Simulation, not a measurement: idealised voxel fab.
Herein follows the process module entitled voxel trench capacitor.
Cross-section cut spans 235 nm and uses square cells 5 nm in size.
How to read a cross-section here: the picture is a grid of square cells, written as bands going from the top down, and any band can span one or more rows of cells.
This entry defines a band. It first specifies the height of the band's top and the height of its bottom in nm, and then specifies the band's materials from left to right, stating each material with its width in nm. The word "edge to edge" identifies a single material that fills the band from edge to edge, while the word "air" identifies empty space.
Heads up on the height convention: 0 is the point under which the incoming wafer is all one material, and the lowest band has no bottom, it just keeps going down, like "0 -> down".
The two numbers in a width such as "30 to 40" mark its ends across the band: the first belongs to the top row of cells, the second to the bottom row, and from each row to the next the width moves by the same amount.
When a step is marked "nothing changed", none of the cells in the cross-section changed during that step.
So "Enclosed void list" is basically the list of trapped voids: any empty space of 8 cells or more that can't reach the top through an opening. They're written width x height at distance, the distance being from the left edge, and it's all nm.
Heads up: the bit after the settings on a step's line is the simulator's remark on that step.
overlay nm, on a step with a mask: how far to the right of its planned place the mask lay; to the left if negative
Structure of the following material. The material consists of pairs of cross-sections. Each pair comprises the cross-section before one process step and the cross-section after that step, the latter shown only down to the lowest band that changed. The step between the cross-sections is specified beneath each pair, including its settings. Pairs are not necessarily consecutive: they may derive from different runs of this module performed on the same starting wafer. Continuity with the pair above is to be assumed only where the entry headed "Pre-step view" of the pair in question states it.

# Pre-step view
> 0 -> down | Si edge to edge
> Enclosed void list: none

# Post-Step Appearance
> 10 -> 0 | SiN edge to edge
> Lower than 0, everything is as it was.
> Enclosed void list: none
The step occurring between the two cross-sections depicted above is identified as CONFORMAL_DEP, material SiN, thk nm 10

Pre-step view: identical to the post-step cross-section of the immediately preceding pair.

# Post-Step Appearance
> 10 -> 0 | 85 nm SiN  15 nm air  30 nm SiN  15 nm air  90 nm SiN
> Lower than 0, everything is as it was.
> Enclosed void list: none
The step occurring between the two cross-sections depicted above is identified as MASKED_ETCH, tone open, mask id TRENCH, width nm 15, pitch nm 45, etch materials SiN, depth nm 10, overlay nm 0

Pre-step view: identical to the post-step cross-section of the immediately preceding pair.

# Post-Step Appearance
> 10 -> 0 | 85 nm SiN  15 nm air  30 nm SiN  15 nm air  90 nm SiN
> 0 -> -25 | 85 nm Si  15 nm air  30 nm Si  15 nm air  90 nm Si
> Lower than -25, everything is as it was.
> Enclosed void list: none
The step occurring between the two cross-sections depicted above is identified as MASKED_ETCH, tone open, mask id TRENCH, width nm 15, pitch nm 45, etch materials Si, depth nm 25, overlay nm 0

Pre-step view: identical to the post-step cross-section of the immediately preceding pair.

# Post-Step Appearance
> 15 -> 10 | 90 nm SiO2  5 nm air  40 nm SiO2  5 nm air  95 nm SiO2
> 10 -> 0 | 85 nm SiN  5 nm SiO2  5 nm air  5 nm SiO2  30 nm SiN  5 nm SiO2  5 nm air  5 nm SiO2  90 nm SiN
> 0 -> -20 | 85 nm Si  5 nm SiO2  5 nm air  5 nm SiO2  30 nm Si  5 nm SiO2  5 nm air  5 nm SiO2  90 nm Si
> -20 -> -25 | 85 nm Si  15 nm SiO2  30 nm Si  15 nm SiO2  90 nm Si
> Lower than -25, everything is as it was.
> Enclosed void list: none
The step occurring between the two cross-sections depicted above is identified as CONFORMAL_DEP, material SiO2, thk nm 5

Pre-step view: identical to the post-step cross-section of the immediately preceding pair.

# Post-Step Appearance
> 20 -> 15 | polySi edge to edge
> 15 -> 10 | 90 nm SiO2  5 nm polySi  40 nm SiO2  5 nm polySi  95 nm SiO2
> 10 -> 0 | 85 nm SiN  5 nm SiO2  5 nm polySi  5 nm SiO2  30 nm SiN  5 nm SiO2  5 nm polySi  5 nm SiO2  90 nm SiN
> 0 -> -20 | 85 nm Si  5 nm SiO2  5 nm polySi  5 nm SiO2  30 nm Si  5 nm SiO2  5 nm polySi  5 nm SiO2  90 nm Si
> Lower than -20, everything is as it was.
> Enclosed void list: none
The step occurring between the two cross-sections depicted above is identified as FILL_DEP, material polySi, thk nm 5

Pre-step view: identical to the post-step cross-section of the immediately preceding pair.

# Post-Step Appearance
> 10 -> 0 | 85 nm SiN  5 nm SiO2  5 nm polySi  5 nm SiO2  30 nm SiN  5 nm SiO2  5 nm polySi  5 nm SiO2  90 nm SiN
> Lower than 0, everything is as it was.
> Enclosed void list: none
The step occurring between the two cross-sections depicted above is identified as CMP, height nm 10

# Pre-step view
> 0 -> down | Si edge to edge
> Enclosed void list: none

# Post-Step Appearance
> 0 -> -25 | 85 nm Si  15 nm air  30 nm Si  15 nm air  90 nm Si
> Lower than -25, everything is as it was.
> Enclosed void list: none
The step occurring between the two cross-sections depicted above is identified as MASKED_ETCH, tone open, mask id TRENCH, width nm 15, pitch nm 45, etch materials Si, depth nm 25, overlay nm 0

Pre-step view: identical to the post-step cross-section of the immediately preceding pair.

# Post-Step Appearance
> 5 -> 0 | 90 nm SiO2  5 nm air  40 nm SiO2  5 nm air  95 nm SiO2
> 0 -> -20 | 85 nm Si  5 nm SiO2  5 nm air  5 nm SiO2  30 nm Si  5 nm SiO2  5 nm air  5 nm SiO2  90 nm Si
> -20 -> -25 | 85 nm Si  15 nm SiO2  30 nm Si  15 nm SiO2  90 nm Si
> Lower than -25, everything is as it was.
> Enclosed void list: none
The step occurring between the two cross-sections depicted above is identified as CONFORMAL_DEP, material SiO2, thk nm 5

Pre-step view: identical to the post-step cross-section of the immediately preceding pair.

# Post-Step Appearance
> 10 -> 5 | polySi edge to edge
> 5 -> 0 | 90 nm SiO2  5 nm polySi  40 nm SiO2  5 nm polySi  95 nm SiO2
> 0 -> -20 | 85 nm Si  5 nm SiO2  5 nm polySi  5 nm SiO2  30 nm Si  5 nm SiO2  5 nm polySi  5 nm SiO2  90 nm Si
> Lower than -20, everything is as it was.
> Enclosed void list: none
The step occurring between the two cross-sections depicted above is identified as FILL_DEP, material polySi, thk nm 5

# Pre-step view
> 10 -> 0 | 85 nm SiN  15 nm air  30 nm SiN  15 nm air  90 nm SiN
> 0 -> -25 | 85 nm Si  15 nm air  30 nm Si  15 nm air  90 nm Si
> -25 -> down | Si edge to edge
> Enclosed void list: none

# Post-Step Appearance
> 10 -> 0 | 85 nm SiN  15 nm air  30 nm SiN  15 nm air  90 nm SiN
> 0 -> -50 | 85 nm Si  15 nm air  30 nm Si  15 nm air  90 nm Si
> Lower than -50, everything is as it was.
> Enclosed void list: none
The step occurring between the two cross-sections depicted above is identified as MASKED_ETCH, tone open, mask id TRENCH, width nm 15, pitch nm 45, etch materials Si, depth nm 25, overlay nm 0

Pre-step view: identical to the post-step cross-section of the immediately preceding pair.

# Post-Step Appearance
> 15 -> 10 | 90 nm SiO2  5 nm air  40 nm SiO2  5 nm air  95 nm SiO2
> 10 -> 0 | 85 nm SiN  5 nm SiO2  5 nm air  5 nm SiO2  30 nm SiN  5 nm SiO2  5 nm air  5 nm SiO2  90 nm SiN
> 0 -> -45 | 85 nm Si  5 nm SiO2  5 nm air  5 nm SiO2  30 nm Si  5 nm SiO2  5 nm air  5 nm SiO2  90 nm Si
> -45 -> -50 | 85 nm Si  15 nm SiO2  30 nm Si  15 nm SiO2  90 nm Si
> Lower than -50, everything is as it was.
> Enclosed void list: none
The step occurring between the two cross-sections depicted above is identified as CONFORMAL_DEP, material SiO2, thk nm 5

Pre-step view: identical to the post-step cross-section of the immediately preceding pair.

# Post-Step Appearance
> 20 -> 15 | polySi edge to edge
> 15 -> 10 | 90 nm SiO2  5 nm polySi  40 nm SiO2  5 nm polySi  95 nm SiO2
> 10 -> 0 | 85 nm SiN  5 nm SiO2  5 nm polySi  5 nm SiO2  30 nm SiN  5 nm SiO2  5 nm polySi  5 nm SiO2  90 nm SiN
> 0 -> -45 | 85 nm Si  5 nm SiO2  5 nm polySi  5 nm SiO2  30 nm Si  5 nm SiO2  5 nm polySi  5 nm SiO2  90 nm Si
> Lower than -45, everything is as it was.
> Enclosed void list: none
The step occurring between the two cross-sections depicted above is identified as FILL_DEP, material polySi, thk nm 5

Pre-step view: identical to the post-step cross-section of the immediately preceding pair.

# Post-Step Appearance
> 10 -> 0 | 85 nm SiN  5 nm SiO2  5 nm polySi  5 nm SiO2  30 nm SiN  5 nm SiO2  5 nm polySi  5 nm SiO2  90 nm SiN
> Lower than 0, everything is as it was.
> Enclosed void list: none
The step occurring between the two cross-sections depicted above is identified as CMP, height nm 10

# Pre-step view
> 10 -> 0 | 85 nm SiN  15 nm air  30 nm SiN  15 nm air  90 nm SiN
> 0 -> down | Si edge to edge
> Enclosed void list: none

# Post-Step Appearance
> 10 -> 0 | 85 nm SiN  15 nm air  30 nm SiN  15 nm air  90 nm SiN
> 0 -> -20 | 85 nm Si  15 nm air  30 nm Si  15 nm air  90 nm Si
> Lower than -20, everything is as it was.
> Enclosed void list: none
The step occurring between the two cross-sections depicted above is identified as MASKED_ETCH, tone open, mask id TRENCH, width nm 15, pitch nm 45, etch materials Si, depth nm 20, overlay nm 0

Pre-step view: identical to the post-step cross-section of the immediately preceding pair.

# Post-Step Appearance
> 15 -> 10 | 90 nm SiO2  5 nm air  40 nm SiO2  5 nm air  95 nm SiO2
> 10 -> 0 | 85 nm SiN  5 nm SiO2  5 nm air  5 nm SiO2  30 nm SiN  5 nm SiO2  5 nm air  5 nm SiO2  90 nm SiN
> 0 -> -15 | 85 nm Si  5 nm SiO2  5 nm air  5 nm SiO2  30 nm Si  5 nm SiO2  5 nm air  5 nm SiO2  90 nm Si
> -15 -> -20 | 85 nm Si  15 nm SiO2  30 nm Si  15 nm SiO2  90 nm Si
> Lower than -20, everything is as it was.
> Enclosed void list: none
The step occurring between the two cross-sections depicted above is identified as CONFORMAL_DEP, material SiO2, thk nm 5

Pre-step view: identical to the post-step cross-section of the immediately preceding pair.

# Post-Step Appearance
> 20 -> 15 | polySi edge to edge
> 15 -> 10 | 90 nm SiO2  5 nm polySi  40 nm SiO2  5 nm polySi  95 nm SiO2
> 10 -> 0 | 85 nm SiN  5 nm SiO2  5 nm polySi  5 nm SiO2  30 nm SiN  5 nm SiO2  5 nm polySi  5 nm SiO2  90 nm SiN
> 0 -> -15 | 85 nm Si  5 nm SiO2  5 nm polySi  5 nm SiO2  30 nm Si  5 nm SiO2  5 nm polySi  5 nm SiO2  90 nm Si
> Lower than -15, everything is as it was.
> Enclosed void list: none
The step occurring between the two cross-sections depicted above is identified as FILL_DEP, material polySi, thk nm 5

Pre-step view: identical to the post-step cross-section of the immediately preceding pair.

# Post-Step Appearance
> 10 -> 0 | 85 nm SiN  5 nm SiO2  5 nm polySi  5 nm SiO2  30 nm SiN  5 nm SiO2  5 nm polySi  5 nm SiO2  90 nm SiN
> Lower than 0, everything is as it was.
> Enclosed void list: none
The step occurring between the two cross-sections depicted above is identified as CMP, height nm 10

# Pre-step view
> 10 -> 0 | SiN edge to edge
> 0 -> down | Si edge to edge
> Enclosed void list: none

# Post-Step Appearance
> 10 -> 0 | 80 nm SiN  25 nm air  20 nm SiN  25 nm air  85 nm SiN
> Lower than 0, everything is as it was.
> Enclosed void list: none
The step occurring between the two cross-sections depicted above is identified as MASKED_ETCH, tone open, mask id TRENCH, width nm 25, pitch nm 45, etch materials SiN, depth nm 10, overlay nm 0

Pre-step view: identical to the post-step cross-section of the immediately preceding pair.

# Post-Step Appearance
> 10 -> 0 | 80 nm SiN  25 nm air  20 nm SiN  25 nm air  85 nm SiN
> 0 -> -25 | 85 nm Si  15 nm air  30 nm Si  15 nm air  90 nm Si
> Lower than -25, everything is as it was.
> Enclosed void list: none
The step occurring between the two cross-sections depicted above is identified as MASKED_ETCH, tone open, mask id TRENCH, width nm 15, pitch nm 45, etch materials Si, depth nm 25, overlay nm 0

Pre-step view: identical to the post-step cross-section of the immediately preceding pair.

# Post-Step Appearance
> 15 -> 10 | 85 nm SiO2  15 nm air  30 nm SiO2  15 nm air  90 nm SiO2
> 10 -> 0 | 80 nm SiN  5 to 10 nm SiO2  15 to 5 nm air  5 to 10 nm SiO2  20 nm SiN  5 to 10 nm SiO2  15 to 5 nm air  5 to 10 nm SiO2  85 nm SiN
> 0 -> -20 | 85 nm Si  5 nm SiO2  5 nm air  5 nm SiO2  30 nm Si  5 nm SiO2  5 nm air  5 nm SiO2  90 nm Si
> -20 -> -25 | 85 nm Si  15 nm SiO2  30 nm Si  15 nm SiO2  90 nm Si
> Lower than -25, everything is as it was.
> Enclosed void list: none
The step occurring between the two cross-sections depicted above is identified as CONFORMAL_DEP, material SiO2, thk nm 5

Pre-step view: identical to the post-step cross-section of the immediately preceding pair.

# Post-Step Appearance
> 20 -> 15 | polySi edge to edge
> 15 -> 10 | 85 nm SiO2  15 nm polySi  30 nm SiO2  15 nm polySi  90 nm SiO2
> 10 -> 0 | 80 nm SiN  5 to 10 nm SiO2  15 to 5 nm polySi  5 to 10 nm SiO2  20 nm SiN  5 to 10 nm SiO2  15 to 5 nm polySi  5 to 10 nm SiO2  85 nm SiN
> 0 -> -20 | 85 nm Si  5 nm SiO2  5 nm polySi  5 nm SiO2  30 nm Si  5 nm SiO2  5 nm polySi  5 nm SiO2  90 nm Si
> Lower than -20, everything is as it was.
> Enclosed void list: none
The step occurring between the two cross-sections depicted above is identified as FILL_DEP, material polySi, thk nm 5

Pre-step view: identical to the post-step cross-section of the immediately preceding pair.

# Post-Step Appearance
> 10 -> 0 | 80 nm SiN  5 to 10 nm SiO2  15 to 5 nm polySi  5 to 10 nm SiO2  20 nm SiN  5 to 10 nm SiO2  15 to 5 nm polySi  5 to 10 nm SiO2  85 nm SiN
> Lower than 0, everything is as it was.
> Enclosed void list: none
The step occurring between the two cross-sections depicted above is identified as CMP, height nm 10

# Pre-step view
> 10 -> 0 | 85 nm SiN  15 nm air  30 nm SiN  15 nm air  90 nm SiN
> 0 -> down | Si edge to edge
> Enclosed void list: none

# Post-Step Appearance
> 10 -> 0 | 85 nm SiN  15 nm air  30 nm SiN  15 nm air  90 nm SiN
> 0 -> -25 | 95 nm Si  5 nm air  40 nm Si  5 nm air  90 nm Si
> Lower than -25, everything is as it was.
> Enclosed void list: none
The step occurring between the two cross-sections depicted above is identified as MASKED_ETCH, tone open, mask id TRENCH, width nm 15, pitch nm 45, etch materials Si, depth nm 25, overlay nm 10

Pre-step view: identical to the post-step cross-section of the immediately preceding pair.

# Post-Step Appearance
> 15 -> 10 | 90 nm SiO2  5 nm air  40 nm SiO2  5 nm air  95 nm SiO2
> 10 -> 5 | 85 nm SiN  5 nm SiO2  5 nm air  5 nm SiO2  30 nm SiN  5 nm SiO2  5 nm air  5 nm SiO2  90 nm SiN
> 5 -> 0 | 85 nm SiN  15 nm SiO2  30 nm SiN  15 nm SiO2  90 nm SiN
> 0 -> -25 | 95 nm Si  5 nm SiO2  40 nm Si  5 nm SiO2  90 nm Si
> Lower than -25, everything is as it was.
> Enclosed void list: none
The step occurring between the two cross-sections depicted above is identified as CONFORMAL_DEP, material SiO2, thk nm 5

Pre-step view: identical to the post-step cross-section of the immediately preceding pair.

# Post-Step Appearance
> 20 -> 15 | polySi edge to edge
> 15 -> 10 | 90 nm SiO2  5 nm polySi  40 nm SiO2  5 nm polySi  95 nm SiO2
> 10 -> 5 | 85 nm SiN  5 nm SiO2  5 nm polySi  5 nm SiO2  30 nm SiN  5 nm SiO2  5 nm polySi  5 nm SiO2  90 nm SiN
> Lower than 5, everything is as it was.
> Enclosed void list: none
The step occurring between the two cross-sections depicted above is identified as FILL_DEP, material polySi, thk nm 5

Pre-step view: identical to the post-step cross-section of the immediately preceding pair.

# Post-Step Appearance
> 10 -> 5 | 85 nm SiN  5 nm SiO2  5 nm polySi  5 nm SiO2  30 nm SiN  5 nm SiO2  5 nm polySi  5 nm SiO2  90 nm SiN
> Lower than 5, everything is as it was.
> Enclosed void list: none
The step occurring between the two cross-sections depicted above is identified as CMP, height nm 10

# Pre-step view
> 0 -> down | Si edge to edge
> Enclosed void list: none

# Post-Step Appearance
> 10 -> 0 | polySi edge to edge
> Lower than 0, everything is as it was.
> Enclosed void list: none
The step occurring between the two cross-sections depicted above is identified as CONFORMAL_DEP, material polySi, thk nm 10

Pre-step view: identical to the post-step cross-section of the immediately preceding pair.

# Post-Step Appearance
> 10 -> 0 | 85 nm polySi  15 nm air  30 nm polySi  15 nm air  90 nm polySi
> 0 -> -15 | 85 nm Si  15 nm air  30 nm Si  15 nm air  90 nm Si
> Lower than -15, everything is as it was.
> Enclosed void list: none
The step occurring between the two cross-sections depicted above is identified as MASKED_ETCH, tone open, mask id TRENCH, width nm 15, pitch nm 45, etch materials Si, depth nm 25, overlay nm 0

Pre-step view: identical to the post-step cross-section of the immediately preceding pair.

# Post-Step Appearance
> 15 -> 10 | 90 nm SiO2  5 nm air  40 nm SiO2  5 nm air  95 nm SiO2
> 10 -> 0 | 85 nm polySi  5 nm SiO2  5 nm air  5 nm SiO2  30 nm polySi  5 nm SiO2  5 nm air  5 nm SiO2  90 nm polySi
> 0 -> -10 | 85 nm Si  5 nm SiO2  5 nm air  5 nm SiO2  30 nm Si  5 nm SiO2  5 nm air  5 nm SiO2  90 nm Si
> -10 -> -15 | 85 nm Si  15 nm SiO2  30 nm Si  15 nm SiO2  90 nm Si
> Lower than -15, everything is as it was.
> Enclosed void list: none
The step occurring between the two cross-sections depicted above is identified as CONFORMAL_DEP, material SiO2, thk nm 5

Pre-step view: identical to the post-step cross-section of the immediately preceding pair.

# Post-Step Appearance
> 20 -> 15 | polySi edge to edge
> 15 -> 10 | 90 nm SiO2  5 nm polySi  40 nm SiO2  5 nm polySi  95 nm SiO2
> 10 -> 0 | 85 nm polySi  5 nm SiO2  5 nm polySi  5 nm SiO2  30 nm polySi  5 nm SiO2  5 nm polySi  5 nm SiO2  90 nm polySi
> 0 -> -10 | 85 nm Si  5 nm SiO2  5 nm polySi  5 nm SiO2  30 nm Si  5 nm SiO2  5 nm polySi  5 nm SiO2  90 nm Si
> Lower than -10, everything is as it was.
> Enclosed void list: none
The step occurring between the two cross-sections depicted above is identified as FILL_DEP, material polySi, thk nm 5

Pre-step view: identical to the post-step cross-section of the immediately preceding pair.

# Post-Step Appearance
> 10 -> 0 | 85 nm polySi  5 nm SiO2  5 nm polySi  5 nm SiO2  30 nm polySi  5 nm SiO2  5 nm polySi  5 nm SiO2  90 nm polySi
> Lower than 0, everything is as it was.
> Enclosed void list: none
The step occurring between the two cross-sections depicted above is identified as CMP, height nm 10

# Pre-step view
> 10 -> 0 | SiN edge to edge
> 0 -> down | Si edge to edge
> Enclosed void list: none

# Post-Step Appearance
> 10 -> 0 | 85 nm air  15 nm SiN  30 nm air  15 nm SiN  90 nm air
> Lower than 0, everything is as it was.
> Enclosed void list: none
The step occurring between the two cross-sections depicted above is identified as MASKED_ETCH, tone cover, mask id TRENCH, width nm 15, pitch nm 45, etch materials SiN, depth nm 10, overlay nm 0

Pre-step view: identical to the post-step cross-section of the immediately preceding pair.

# Post-Step Appearance
> 15 -> 10 | 80 nm air  25 nm SiO2  20 nm air  25 nm SiO2  85 nm air
> 10 -> 5 | 80 nm air  5 nm SiO2  15 nm SiN  5 nm SiO2  20 nm air  5 nm SiO2  15 nm SiN  5 nm SiO2  85 nm air
> 5 -> 0 | 85 nm SiO2  15 nm SiN  30 nm SiO2  15 nm SiN  90 nm SiO2
> Lower than 0, everything is as it was.
> Enclosed void list: none
The step occurring between the two cross-sections depicted above is identified as CONFORMAL_DEP, material SiO2, thk nm 5

Pre-step view: identical to the post-step cross-section of the immediately preceding pair.

# Post-Step Appearance
> 20 -> 15 | polySi edge to edge
> 15 -> 10 | 80 nm polySi  25 nm SiO2  20 nm polySi  25 nm SiO2  85 nm polySi
> 10 -> 5 | 80 nm polySi  5 nm SiO2  15 nm SiN  5 nm SiO2  20 nm polySi  5 nm SiO2  15 nm SiN  5 nm SiO2  85 nm polySi
> Lower than 5, everything is as it was.
> Enclosed void list: none
The step occurring between the two cross-sections depicted above is identified as FILL_DEP, material polySi, thk nm 5

Pre-step view: identical to the post-step cross-section of the immediately preceding pair.

# Post-Step Appearance
> 10 -> 5 | 80 nm polySi  5 nm SiO2  15 nm SiN  5 nm SiO2  20 nm polySi  5 nm SiO2  15 nm SiN  5 nm SiO2  85 nm polySi
> Lower than 5, everything is as it was.
> Enclosed void list: none
The step occurring between the two cross-sections depicted above is identified as CMP, height nm 10
